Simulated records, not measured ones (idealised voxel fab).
process module | voxel wiring stack
cross-section cut | 280 nm wide | cells 5 nm
A cross-section is a grid of square cells, given in bands from the top down. A band is one or more rows of cells.
Each band's line starts with the height of the band's top and of its bottom, in nm. Then come its materials from left to right, each with its width in nm. One material with "throughout" fills the band from edge to edge. "air" is empty space.
Height 0 is the level under which the wafer as received is all one material. The lowest band goes on downwards, as in "0 down".
A width such as "30 to 40" changes by the same amount from each row of cells to the next, from the band's top row to its bottom row.
"no change" after a step means that no cell of the cross-section changed.
closed voids: empty space of 8 cells or more with no open way to the top, each as width x height at its distance from the left edge, in nm
after a step's settings: what the simulator itself notes on the step
overlay nm, on a step with a mask: how far to the right of its planned place the mask lay; to the left if negative
plan
1 op RECEIVE | material Si
2 op CONFORMAL_DEP | material SiO2 | thk nm 15
3 op CONFORMAL_DEP | material SiN | thk nm 5
4 op DIRECTIONAL_DEP | material lowk | thk nm 20
5 op DIRECTIONAL_DEP | material aC | thk nm 10
6 op PATTERN | tone open | mask id METAL_1 | material resist | width nm 25 | pitch nm 45 | thk nm 25 | overlay nm 0
7 op DIRECTIONAL_ETCH | etch materials aC | depth nm 10
8 op STRIP | etch materials resist
9 op DIRECTIONAL_ETCH | etch materials lowk | depth nm 20
10 op DIRECTIONAL_ETCH | etch materials SiN | depth nm 5
11 op STRIP | etch materials aC
12 op CONFORMAL_DEP | material TiN | thk nm 5
13 op FILL_DEP | material Ru | thk nm 5
14 op CMP | height nm 40
15 op CONFORMAL_DEP | material SiCN | thk nm 5
16 op DIRECTIONAL_DEP | material lowk | thk nm 10
17 op MASKED_ETCH | tone open | mask id PLUG_1 | width nm 15 | pitch nm 45 | etch materials lowk | depth nm 10 | overlay nm 0
18 op MASKED_ETCH | tone open | mask id PLUG_1 | width nm 15 | pitch nm 45 | etch materials SiCN | depth nm 5 | overlay nm 0
19 op EPI | material Ru | thk nm 10
20 op EPI | material Ru | thk nm 5
21 op CONFORMAL_DEP | material SiN | thk nm 5
22 op DIRECTIONAL_DEP | material SiO2 | thk nm 15
23 op PATTERN | tone open | mask id METAL_2 | material resist | width nm 25 | pitch nm 45 | thk nm 20 | overlay nm 0
24 op DIRECTIONAL_ETCH | etch materials SiO2 | depth nm 15
25 op DIRECTIONAL_ETCH | etch materials SiN | depth nm 5
26 op STRIP | etch materials resist
27 op CONFORMAL_DEP | material TiN | thk nm 5
28 op FILL_DEP | material Cu | thk nm 5
29 op CMP | height nm 75
30 op CONFORMAL_DEP | material SiN | thk nm 5
first wafer, as planned
as received, after step 1
  0 down: Si throughout
  closed voids: none
after step 2
  15 to 0: SiO2 throughout
  below 0: unchanged
after step 3
  20 to 15: SiN throughout
  below 15: unchanged
after step 4
  40 to 20: lowk throughout
  below 20: unchanged
after step 5
  50 to 40: aC throughout
  below 40: unchanged
after step 6
  75 to 50: resist 80 | air 25 | resist 20 | air 25 | resist 20 | air 25 | resist 85
  below 50: unchanged
after step 7
  65 to 50: resist 80 | air 25 | resist 20 | air 25 | resist 20 | air 25 | resist 85
  50 to 40: aC 80 | air 25 | aC 20 | air 25 | aC 20 | air 25 | aC 85
  below 40: unchanged
after step 8
  50 to 40: aC 80 | air 25 | aC 20 | air 25 | aC 20 | air 25 | aC 85
  below 40: unchanged
after step 9
  50 to 40: aC 80 | air 25 | aC 20 | air 25 | aC 20 | air 25 | aC 85
  40 to 20: lowk 80 | air 25 | lowk 20 | air 25 | lowk 20 | air 25 | lowk 85
  below 20: unchanged
after step 10
  50 to 40: aC 80 | air 25 | aC 20 | air 25 | aC 20 | air 25 | aC 85
  40 to 20: lowk 80 | air 25 | lowk 20 | air 25 | lowk 20 | air 25 | lowk 85
  20 to 15: SiN 80 | air 25 | SiN 20 | air 25 | SiN 20 | air 25 | SiN 85
  below 15: unchanged
after step 11
  40 to 20: lowk 80 | air 25 | lowk 20 | air 25 | lowk 20 | air 25 | lowk 85
  below 20: unchanged
after step 12
  45 to 40: TiN 85 | air 15 | TiN 30 | air 15 | TiN 30 | air 15 | TiN 90
  40 to 20: lowk 80 | TiN 5 | air 15 | TiN 5 | lowk 20 | TiN 5 | air 15 | TiN 5 | lowk 20 | TiN 5 | air 15 | TiN 5 | lowk 85
  20 to 15: SiN 80 | TiN 25 | SiN 20 | TiN 25 | SiN 20 | TiN 25 | SiN 85
  below 15: unchanged
after step 13
  50 to 45: Ru throughout
  45 to 40: TiN 85 | Ru 15 | TiN 30 | Ru 15 | TiN 30 | Ru 15 | TiN 90
  40 to 20: lowk 80 | TiN 5 | Ru 15 | TiN 5 | lowk 20 | TiN 5 | Ru 15 | TiN 5 | lowk 20 | TiN 5 | Ru 15 | TiN 5 | lowk 85
  below 20: unchanged
after step 14
  40 to 20: lowk 80 | TiN 5 | Ru 15 | TiN 5 | lowk 20 | TiN 5 | Ru 15 | TiN 5 | lowk 20 | TiN 5 | Ru 15 | TiN 5 | lowk 85
  below 20: unchanged
after step 15
  45 to 40: SiCN throughout
  below 40: unchanged
after step 16
  55 to 45: lowk throughout
  below 45: unchanged
after step 17
  55 to 45: lowk 80 | air 15 | lowk 30 | air 15 | lowk 30 | air 15 | lowk 95
  below 45: unchanged
after step 18
  55 to 45: lowk 80 | air 15 | lowk 30 | air 15 | lowk 30 | air 15 | lowk 95
  45 to 40: SiCN 80 | air 15 | SiCN 30 | air 15 | SiCN 30 | air 15 | SiCN 95
  below 40: unchanged
after step 19
  55 to 50: lowk 80 | air 15 | lowk 30 | air 15 | lowk 30 | air 15 | lowk 95
  50 to 45: lowk 80 | Ru 15 | lowk 30 | Ru 15 | lowk 30 | Ru 15 | lowk 95
  45 to 40: SiCN 80 | Ru 15 | SiCN 30 | Ru 15 | SiCN 30 | Ru 15 | SiCN 95
  below 40: unchanged
after step 20
  55 to 45: lowk 80 | Ru 15 | lowk 30 | Ru 15 | lowk 30 | Ru 15 | lowk 95
  below 45: unchanged
after step 21
  60 to 55: SiN throughout
  below 55: unchanged
after step 22
  75 to 60: SiO2 throughout
  below 60: unchanged
after step 23
  95 to 75: resist 80 | air 25 | resist 20 | air 25 | resist 20 | air 25 | resist 85
  below 75: unchanged
after step 24
  95 to 75: resist 80 | air 25 | resist 20 | air 25 | resist 20 | air 25 | resist 85
  75 to 60: SiO2 80 | air 25 | SiO2 20 | air 25 | SiO2 20 | air 25 | SiO2 85
  below 60: unchanged
after step 25
  95 to 75: resist 80 | air 25 | resist 20 | air 25 | resist 20 | air 25 | resist 85
  75 to 60: SiO2 80 | air 25 | SiO2 20 | air 25 | SiO2 20 | air 25 | SiO2 85
  60 to 55: SiN 80 | air 25 | SiN 20 | air 25 | SiN 20 | air 25 | SiN 85
  below 55: unchanged
after step 26
  75 to 60: SiO2 80 | air 25 | SiO2 20 | air 25 | SiO2 20 | air 25 | SiO2 85
  below 60: unchanged
after step 27
  80 to 75: TiN 85 | air 15 | TiN 30 | air 15 | TiN 30 | air 15 | TiN 90
  75 to 60: SiO2 80 | TiN 5 | air 15 | TiN 5 | SiO2 20 | TiN 5 | air 15 | TiN 5 | SiO2 20 | TiN 5 | air 15 | TiN 5 | SiO2 85
  60 to 55: SiN 80 | TiN 25 | SiN 20 | TiN 25 | SiN 20 | TiN 25 | SiN 85
  below 55: unchanged
after step 28
  85 to 80: Cu throughout
  80 to 75: TiN 85 | Cu 15 | TiN 30 | Cu 15 | TiN 30 | Cu 15 | TiN 90
  75 to 60: SiO2 80 | TiN 5 | Cu 15 | TiN 5 | SiO2 20 | TiN 5 | Cu 15 | TiN 5 | SiO2 20 | TiN 5 | Cu 15 | TiN 5 | SiO2 85
  below 60: unchanged
after step 29
  75 to 60: SiO2 80 | TiN 5 | Cu 15 | TiN 5 | SiO2 20 | TiN 5 | Cu 15 | TiN 5 | SiO2 20 | TiN 5 | Cu 15 | TiN 5 | SiO2 85
  below 60: unchanged
after step 30
  80 to 75: SiN throughout
  below 75: unchanged
second wafer: like start, like plan, one mistake. Through step 28 it matches the first wafer
when step 29 should have ended
  65 to 60: SiO2 80 | TiN 5 | Cu 15 | TiN 5 | SiO2 20 | TiN 5 | Cu 15 | TiN 5 | SiO2 20 | TiN 5 | Cu 15 | TiN 5 | SiO2 85
  below 60: unchanged
when step 30 should have ended
  70 to 65: SiN throughout
  below 65: unchanged
what went wrong: step 29 ran as: op CMP | height nm 65
at the end the second wafer has, in cells: 18 fewer of Cu | 82 fewer of SiO2 | 12 fewer of TiN
